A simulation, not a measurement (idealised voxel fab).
This is a process module. Its name is voxel wiring stack.
Square cells of 5 nm make up the cross-section cut, whose width is 155 nm.
Notation: cross-section as square-cell grid; stated in bands, top first, going down; one or more cell rows per band. Basically the band line says how high the top is and how high the bottom is, in nm, and then what's in it from left to right, every material with its width in nm. Empty space shows up as "empty", and if a single material carries "full width" it runs the full band edge to edge. We count height from 0. Below that, the starting wafer is all one material. The lowest band never ends at the bottom but goes on down; see "0..down" for how that is written. When a width is written as two numbers, as in "30->40", the first number is the width in the top row of cells of the band and the second is the width in its bottom row, and the width changes by the same amount from each row to the next. Given "nothing got changed" for a step, no cell of the cross-section differs between before and after that step. "Non-vented voids" contains a list of empty spaces, each no smaller than 8 cells and without an open way to the top, written in the form width x height at distance with the distance from the left edge and all three in nm. That trailing text on a step's line, after the settings, is the simulator's own remark on the step. "overlay nm" on a masked step: distance the mask lay right of its planned place, negative for left.
PLANNED STEP LIST FOR THE PROCESS
| 1 | op RECEIVE | material Si |
| 2 | op CONFORMAL_DEP | material SiO2 | thk nm 10 |
| 3 | op CONFORMAL_DEP | material SiN | thk nm 5 |
| 4 | op DIRECTIONAL_DEP | material lowk | thk nm 25 |
| 5 | op PATTERN | tone open | mask id METAL_1 | material resist | width nm 25 | pitch nm 55 | thk nm 20 | overlay nm 0 |
| 6 | op DIRECTIONAL_ETCH | etch materials lowk | depth nm 25 |
| 7 | op DIRECTIONAL_ETCH | etch materials SiN | depth nm 5 |
| 8 | op STRIP | etch materials resist |
| 9 | op CONFORMAL_DEP | material TiN | thk nm 5 |
| 10 | op FILL_DEP | material Ru | thk nm 10 |
| 11 | op CMP | height nm 40 |
| 12 | op EPI | material Ru | thk nm 5 |
| 13 | op FILL_DEP | material SiCN | thk nm 5 |
| 14 | op DIRECTIONAL_DEP | material lowk | thk nm 15 |
| 15 | op MASKED_ETCH | tone open | mask id PLUG_1 | width nm 15 | etch materials lowk | depth nm 15 | overlay nm 0 |
| 16 | op MASKED_ETCH | tone open | mask id PLUG_1 | width nm 15 | etch materials SiCN | depth nm 5 | overlay nm 0 |
| 17 | op EPI | material Ru | thk nm 10 |
| 18 | op EPI | material Ru | thk nm 10 |
| 19 | op DIRECTIONAL_DEP | material TiN | thk nm 5 |
| 20 | op DIRECTIONAL_DEP | material W | thk nm 20 |
| 21 | op DIRECTIONAL_DEP | material aC | thk nm 15 |
| 22 | op PATTERN | tone cover | mask id METAL_2 | material resist | width nm 25 | pitch nm 55 | thk nm 30 | overlay nm 0 |
| 23 | op DIRECTIONAL_ETCH | etch materials aC | depth nm 15 |
| 24 | op STRIP | etch materials resist |
| 25 | op DIRECTIONAL_ETCH | etch materials W | depth nm 20 |
| 26 | op DIRECTIONAL_ETCH | etch materials TiN | depth nm 5 |
| 27 | op STRIP | etch materials aC |
| 28 | op FILL_DEP | material SiO2 | thk nm 5 |
| 29 | op CMP | height nm 90 |
| 30 | op CONFORMAL_DEP | material SiCN | thk nm 5 |
STEP 1 COMPLETE: CROSS-SECTION OF THE WAFER AS RECEIVED
> 0..down | Si full width
> Non-vented voids: none
SECTIONED VIEW, FIRST OF TWO WAFERS, AT THE CLOSE OF THE MODULE, PROCESSED AS INTENDED IN THE PLAN
> 95..90 | SiCN full width
> 90..70 | 35 of SiO2 | 25 of W | 30 of SiO2 | 25 of W | 40 of SiO2
> 70..65 | 35 of SiO2 | 25 of TiN | 30 of SiO2 | 25 of TiN | 40 of SiO2
> 65..50 | 35 of lowk | 15 of Ru | 105 of lowk
> 50..45 | 35 of SiCN | 15 of Ru | 105 of SiCN
> 45..40 | 30 of SiCN | 35 of Ru | 20 of SiCN | 35 of Ru | 35 of SiCN
> 40..15 | 35 of lowk | 5 of TiN | 15 of Ru | 5 of TiN | 30 of lowk | 5 of TiN | 15 of Ru | 5 of TiN | 40 of lowk
> 15..10 | 35 of SiN | 25 of TiN | 30 of SiN | 25 of TiN | 40 of SiN
> 10..0 | SiO2 full width
> 0..down | Si full width
> Non-vented voids: none
WAFER TWO (OF TWO), END-OF-MODULE CROSS-SECTION: START = WAFER ONE, PLAN = WAFER ONE, ONE RUN MISTAKE
> 95..90 | SiCN full width
> 90..80 | 35 of SiO2 | 25 of W | 30 of SiO2 | 25 of W | 40 of SiO2
> 80..75 | 35 of SiO2 | 25 of TiN | 30 of SiO2 | 25 of W | 40 of SiO2
> 75..70 | 25 of SiO2 | 35 of Ru | 30 of SiO2 | 25 of W | 40 of SiO2
> 70..65 | 25 of SiO2 | 35 of Ru | 30 of SiO2 | 25 of TiN | 40 of SiO2
> 65..50 | 35 of lowk | 15 of Ru | 105 of lowk
> 50..45 | 35 of SiCN | 15 of Ru | 105 of SiCN
> 45..40 | 30 of SiCN | 35 of Ru | 20 of SiCN | 35 of Ru | 35 of SiCN
> 40..15 | 35 of lowk | 5 of TiN | 15 of Ru | 5 of TiN | 30 of lowk | 5 of TiN | 15 of Ru | 5 of TiN | 40 of lowk
> 15..10 | 35 of SiN | 25 of TiN | 30 of SiN | 25 of TiN | 40 of SiN
> 10..0 | SiO2 full width
> 0..down | Si full width
> Non-vented voids: none
Misprocessing identified: it cannot be told which of the identical steps 17 and 18 was the one run twice
Counted in cells at the end, the second wafer holds more or fewer of these materials than the first: Ru +14 | SiO2 -4 | W -10
